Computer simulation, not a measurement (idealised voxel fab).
The following is a process module called voxel transistor to metal.
cross-section cut | 180 nm wide | cells 5 nm
Cross-section format: a grid of square cells, given as bands from top to bottom; each band is one or more rows of cells. Band: top and bottom heights (nm) first, top before bottom; then materials from left to right, widths in nm. "everywhere" marks a sole material filling the band edge to edge. "empty" denotes empty space. Zero point of the height axis is 0; under it, received wafer = one material. Lowest band: continues down indefinitely, "0..down". A two-number width, for instance "30->40", indicates that the width is equal to the first number in the top row of the band and to the second number in the bottom row, and that it changes by a constant amount per row of cells. The cross-section has no changed cell in any step marked "stayed the same". The entry titled "Completely sealed voids" provides the empty spaces that have no open way to the top, restricted to those of 8 cells or more. Each is presented as width x height at distance, the distance being measured from the left edge, with all three in nm. Heads up: the bit after the settings on a step's line is the simulator's remark on that step. overlay nm: on a step with a mask, how far right of its planned place the mask lay; negative means left.
HERE'S WHAT THE PLANNED PROCESS STEPS LOOK LIKE
| 1 | op RECEIVE | material Si |
| 2 | op CONFORMAL_DEP | material SiO2 | thk nm 5 |
| 3 | op CONFORMAL_DEP | material SiN | thk nm 10 |
| 4 | op DIRECTIONAL_DEP | material aC | thk nm 15 |
| 5 | op PATTERN | tone cover | mask id ACTIVE | material resist | width nm 115 | thk nm 35 | overlay nm 0 |
| 6 | op DIRECTIONAL_ETCH | etch materials aC | depth nm 15 |
| 7 | op STRIP | etch materials resist |
| 8 | op DIRECTIONAL_ETCH | etch materials SiN | depth nm 10 |
| 9 | op DIRECTIONAL_ETCH | etch materials SiO2 | depth nm 5 |
| 10 | op DIRECTIONAL_ETCH | etch materials Si | depth nm 20 |
| 11 | op STRIP | etch materials aC |
| 12 | op OXIDIZE | depth nm 5 |
| 13 | op FILL_DEP | material SiO2 | thk nm 15 |
| 14 | op CMP | height nm 15 |
| 15 | op SELECTIVE_ETCH | etch materials SiO2 | depth nm 5 |
| 16 | op STRIP | etch materials SiN |
| 17 | op SELECTIVE_ETCH | etch materials SiO2 | depth nm 5 |
| 18 | op OXIDIZE | depth nm 5 |
| 19 | op DIRECTIONAL_DEP | material polySi | thk nm 30 |
| 20 | op DIRECTIONAL_DEP | material SiCN | thk nm 10 |
| 21 | op MASKED_ETCH | tone cover | mask id GATE | width nm 25 | etch materials SiCN | depth nm 20 | overlay nm 0 |
| 22 | op MASKED_ETCH | tone cover | mask id GATE | width nm 25 | etch materials polySi | depth nm 40 | overlay nm 0 |
| 23 | op CONFORMAL_DEP | material SiN | thk nm 5 |
| 24 | op DIRECTIONAL_ETCH | etch materials SiN | depth nm 5 |
| 25 | op DIRECTIONAL_ETCH | etch materials SiO2 | depth nm 5 |
| 26 | op DIRECTIONAL_ETCH | etch materials Si | depth nm 15 |
| 27 | op EPI | material nSi | thk nm 15 |
| 28 | op FILL_DEP | material SiO2 | thk nm 5 |
| 29 | op CMP | height nm 30 |
| 30 | op STRIP | etch materials polySi |
| 31 | op SELECTIVE_ETCH | etch materials SiO2 | depth nm 5 |
| 32 | op CONFORMAL_DEP | material HfO2 | thk nm 5 |
| 33 | op CONFORMAL_DEP | material TiN | thk nm 5 |
| 34 | op FILL_DEP | material W | thk nm 10 |
| 35 | op CMP | height nm 25 |
| 36 | op DIRECTIONAL_DEP | material SiO2 | thk nm 10 |
| 37 | op MASKED_ETCH | tone open | mask id CONTACT | width nm 15 | pitch nm 80 | etch materials SiO2 | depth nm 40 | overlay nm 0 |
| 38 | op CONFORMAL_DEP | material TiN | thk nm 5 |
| 39 | op FILL_DEP | material W | thk nm 5 |
| 40 | op CMP | height nm 35 |
| 41 | op DIRECTIONAL_DEP | material TiN | thk nm 5 |
| 42 | op DIRECTIONAL_DEP | material Ru | thk nm 20 |
| 43 | op MASKED_ETCH | tone cover | mask id METAL_1 | width nm 15 | pitch nm 80 | etch materials Ru | depth nm 20 | overlay nm 0 |
| 44 | op MASKED_ETCH | tone cover | mask id METAL_1 | width nm 15 | pitch nm 80 | etch materials TiN | depth nm 5 | overlay nm 0 |
| 45 | op CONFORMAL_DEP | material SiN | thk nm 5 |
| 46 | op FILL_DEP | material SiO2 | thk nm 10 |
| 47 | op CMP | height nm 60 |
| 48 | op CONFORMAL_DEP | material SiCN | thk nm 5 |
WAFER AT RECEIPT (POST STEP 1), CROSS-SECTION
0..down  Si everywhere
Completely sealed voids: none
SAME STARTING WAFER, SAME PLAN AS ABOVE, ONE MISTAKE IN THE EXECUTION; THIS IS THE CROSS-SECTION AT THE END OF THE MODULE
65..60  SiCN everywhere
60..40  35 of SiO2  5 of SiN  15 of Ru  5 of SiN  55 of SiO2  5 of SiN  15 of Ru  5 of SiN  40 of SiO2
40..35  40 of SiN  15 of TiN  65 of SiN  15 of TiN  45 of SiN
35..25  40 of SiO2  5 of TiN  5 of W  5 of TiN  65 of SiO2  5 of TiN  5 of W  5 of TiN  45 of SiO2
25..10  40 of SiO2  5 of TiN  5 of W  5 of TiN  15 of SiO2  5 of SiN  5 of HfO2  5 of TiN  5 of W  5 of TiN  5 of HfO2  5 of SiN  15 of SiO2  5 of TiN  5 of W  5 of TiN  45 of SiO2
10..5  40 of SiO2  5 of TiN  5 of W  5 of TiN  15 of nSi  5 of SiN  5 of HfO2  5 of TiN  5 of W  5 of TiN  5 of HfO2  5 of SiN  15 of nSi  5 of TiN  5 of W  5 of TiN  45 of SiO2
5..0  15 of SiO2  5 of SiN  20 of SiO2  5 of TiN  5 of W  5 of TiN  15 of nSi  5 of SiN  5 of HfO2  15 of TiN  5 of HfO2  5 of SiN  15 of nSi  5 of TiN  5 of W  5 of TiN  5 of SiN  40 of SiO2
0..-5  40 of SiO2  15 of TiN  15 of nSi  35 of HfO2  15 of nSi  15 of TiN  45 of SiO2
-5..-20  25 of SiO2  45 of nSi  35 of Si  25 of nSi  50 of SiO2
-20..-25  25 of SiO2  105 of Si  50 of SiO2
-25..down  Si everywhere
Completely sealed voids: none
Processing error: in deviation from the planned setting, step 5 was conducted as op PATTERN | tone cover | mask id ACTIVE | material resist | width nm 115 | thk nm 35 | overlay nm -10
